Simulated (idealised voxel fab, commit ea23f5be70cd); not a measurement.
process module | voxel released beams
cross-section cut | 240 nm wide | cells 5 nm
A cross-section is a grid of square cells, given in bands from the top down. A band is one or more rows of cells.
Each band's line starts with the height of the band's top and of its bottom, in nm. Then come its materials from left to right, each with its width in nm. One material with "throughout" fills the band from edge to edge. "air" is empty space.
Height 0 is the level under which the wafer as received is all one material. The lowest band goes on downwards, as in "0 down".
A width such as "30 to 40" changes by the same amount from each row of cells to the next, from the band's top row to its bottom row.
"no change" after a step means that no cell of the cross-section changed.
closed voids: empty space of 8 cells or more with no open way to the top, each as width x height at its distance from the left edge, in nm
after a step's settings: what the simulator itself notes on the step
overlay nm, on a step with a mask: how far to the right of its planned place the mask lay; to the left if negative
plan
1 op RECEIVE | material Si
2 op CONFORMAL_DEP | material Al2O3 | thk nm 5
3 op DIRECTIONAL_DEP | material SiO2 | thk nm 20
4 op MASKED_ETCH | tone open | mask id ANCHOR | width nm 25 | etch materials SiO2 | depth nm 20 | overlay nm 0
5 op CONFORMAL_DEP | material polySi | thk nm 10
6 op MASKED_ETCH | tone cover | mask id BEAM | width nm 110 | etch materials polySi | depth nm 10 | overlay nm 0
7 op STRIP | etch materials SiO2
as received, after step 1
  0 down: Si throughout
  closed voids: none
first wafer at the end, as planned
  35 to 25: air 60 | polySi 15 | air 5 | polySi 90 | air 70
  25 to 15: air 65 | polySi 10 | air 5 | polySi 10 | air 150
  15 to 5: air 65 | polySi 25 | air 150
  5 to 0: Al2O3 throughout
  0 down: Si throughout
  closed voids: none
second wafer at the end: like start, like plan, one mistake
  30 to 20: air 60 | polySi 15 | air 5 | polySi 90 | air 70
  20 to 10: air 65 | polySi 10 | air 5 | polySi 10 | air 150
  10 to 0: air 65 | polySi 25 | air 150
  0 down: Si throughout
  closed voids: none
what went wrong: step 2 was left out
at the end the second wafer has, in cells: 48 fewer of Al2O3
